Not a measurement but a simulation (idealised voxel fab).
This section sets out a process module, namely voxel tone inversion.
Shown is cross-section cut, with a width of 275 nm and square cells of size 5 nm.
A cross-section is written here as square cells arranged in a grid, and it is given in bands from the top down, each band taking up one or more rows of cells.
Band: top and bottom heights (nm) first, top before bottom; then materials from left to right, widths in nm. "full width" marks a sole material filling the band edge to edge. "air" denotes empty space.
Beneath 0, the wafer as received is one material, and that level is where height counting begins. The lowest band goes on downward without a bottom; it is written like "0 down".
It should be noted that a width expressed as "30 to 40" varies in equal increments from row to row of cells within the band, taking the value of the first number at the top row and that of the second number at the bottom row.
"no modification" -> step changed no cross-section cell.
"Non-vented voids" - sealed voids, min. 8 cells, no opening to top; format: width x height at distance (distance from left edge; nm throughout).
after a step's settings: what the simulator itself notes on the step
"overlay nm", when on a step's line for a step with a mask, measures how far to the right of its planned place the mask lay; a negative measure means to the left.

These are the steps we planned for the process
- 1: op RECEIVE | material Si
- 2: op CONFORMAL_DEP | material SiN | thk nm 10
- 3: op DIRECTIONAL_DEP | material polySi | thk nm 20
- 4: op PATTERN | tone cover | mask id POSTS | material resist | width nm 25 | pitch nm 40 | thk nm 30 | overlay nm -15
- 5: op DIRECTIONAL_ETCH | etch materials polySi | depth nm 20
- 6: op STRIP | etch materials resist
- 7: op FILL_DEP | material lowk | thk nm 5
- 8: op CMP | height nm 30
- 9: op STRIP | etch materials polySi
For this document, wafers share an identical start and vary in the step 4 overlay nm; the plan quotes the first wafer's value.

The as-received cross-section of the first of several wafers corresponds to the state after step 1
0 down: Si full width
Non-vented voids: none

Once step 9, the last step, is complete, the module is at its end; this is the cross-section of the first of several wafers
30 to 10: 70 of lowk, then 25 of air, then 15 of lowk, then 25 of air, then 15 of lowk, then 25 of air, then 100 of lowk
10 to 0: SiN full width
0 down: Si full width
Non-vented voids: none

Last wafer of the set, cross-sectioned at end of module
30 to 10: 100 of lowk, then 25 of air, then 15 of lowk, then 25 of air, then 15 of lowk, then 25 of air, then 70 of lowk
10 to 0: SiN full width
0 down: Si full width
Non-vented voids: none

The following table contains a row per wafer, in which are reported, at the conclusion of the module, the cells of each material gained (+) or lost (-) since the wafer's receipt, with its closed voids given thereafter
overlay nm -15, +110 SiN, +160 lowk, Non-vented voids: none
overlay nm -10, +110 SiN, +160 lowk, Non-vented voids: none
overlay nm -5, +110 SiN, +160 lowk, Non-vented voids: none
overlay nm 0, +110 SiN, +160 lowk, Non-vented voids: none
overlay nm 5, +110 SiN, +160 lowk, Non-vented voids: none
overlay nm 10, +110 SiN, +160 lowk, Non-vented voids: none
overlay nm 15, +110 SiN, +160 lowk, Non-vented voids: none
